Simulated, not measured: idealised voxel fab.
The process module presented herein is designated voxel ribs on slabs.
It is cross-section cut that appears here, measuring 280 nm in width, its square cells being 5 nm in size.
If you're reading a cross-section in this doc, picture square cells in a grid; it comes to you as bands, top ones listed first down to the bottom, and a band can be one or more rows of cells. Band: top and bottom heights (nm) first, top before bottom; then materials from left to right, widths in nm. "throughout" marks a sole material filling the band edge to edge. "air" denotes empty space. Convention: height 0 is the level below which the wafer, as received, is all one material. The lowest band does not terminate at the bottom but continues downward, represented as "0 nm and below". Width: "30->40" (first number = top row, second number = bottom row, same change from row to row of cells). Where a step carries "nothing altered", the cross-section came out of it unchanged, cell for cell. "Closed void entries" enumerates empty spaces isolated from the top, with no open way to it, that contain at least 8 cells, giving each as width x height at distance from the left edge, all three in nm. The remark found on a step's line after its settings is issued by the simulator itself and pertains to that step. overlay nm: mask right of planned place by this much (step with mask). Neg. = left.
[plan]
1. RECEIVE,material Si
2. DIRECTIONAL_DEP,material SiO2,thk nm 30
3. DIRECTIONAL_DEP,material SiN,thk nm 20
4. PATTERN,tone cover,mask id RIB,material resist,width nm 15,thk nm 15,overlay nm 0
5. DIRECTIONAL_ETCH,etch materials SiN,depth nm 10
6. STRIP,etch materials resist
7. MASKED_ETCH,tone cover,mask id SLAB,width nm 45,etch materials SiN,depth nm 10,overlay nm 0
8. FILL_DEP,material SiO2,thk nm 20
9. CMP,height nm 60
10. DIRECTIONAL_DEP,material W,thk nm 5
11. MASKED_ETCH,tone cover,mask id HEATER,width nm 25,etch materials W,depth nm 5,overlay nm 0
12. CONFORMAL_DEP,material SiO2,thk nm 5
[Incoming wafer in cross-section (state: after step 1)]
- 0 nm and below: Si throughout
- Closed void entries: none
[Cross-section: first of two wafers, module finished, run according to plan]
- 70 nm to 65 nm: 120 of air; 35 of SiO2; 125 of air
- 65 nm to 60 nm: 125 of SiO2; 25 of W; 130 of SiO2
- 60 nm to 50 nm: SiO2 throughout
- 50 nm to 40 nm: 130 of SiO2; 15 of SiN; 135 of SiO2
- 40 nm to 30 nm: 115 of SiO2; 45 of SiN; 120 of SiO2
- 30 nm to 0 nm: SiO2 throughout
- 0 nm and below: Si throughout
- Closed void entries: none
[End of module, second wafer, cross-section. Started like the first, planned like the first, run with one mistake]
- 65 nm to 60 nm: 125 of air; 25 of W; 130 of air
- 60 nm to 50 nm: SiO2 throughout
- 50 nm to 40 nm: 130 of SiO2; 15 of SiN; 135 of SiO2
- 40 nm to 30 nm: 115 of SiO2; 45 of SiN; 120 of SiO2
- 30 nm to 0 nm: SiO2 throughout
- 0 nm and below: Si throughout
- Closed void entries: none
What went wrong in running the wafer? heads up, step 12 of the plan was skipped and never actually ran
In the final state, the cell counts of the second wafer exceed or fall short of those of the first for the following materials: 58 fewer of SiO2
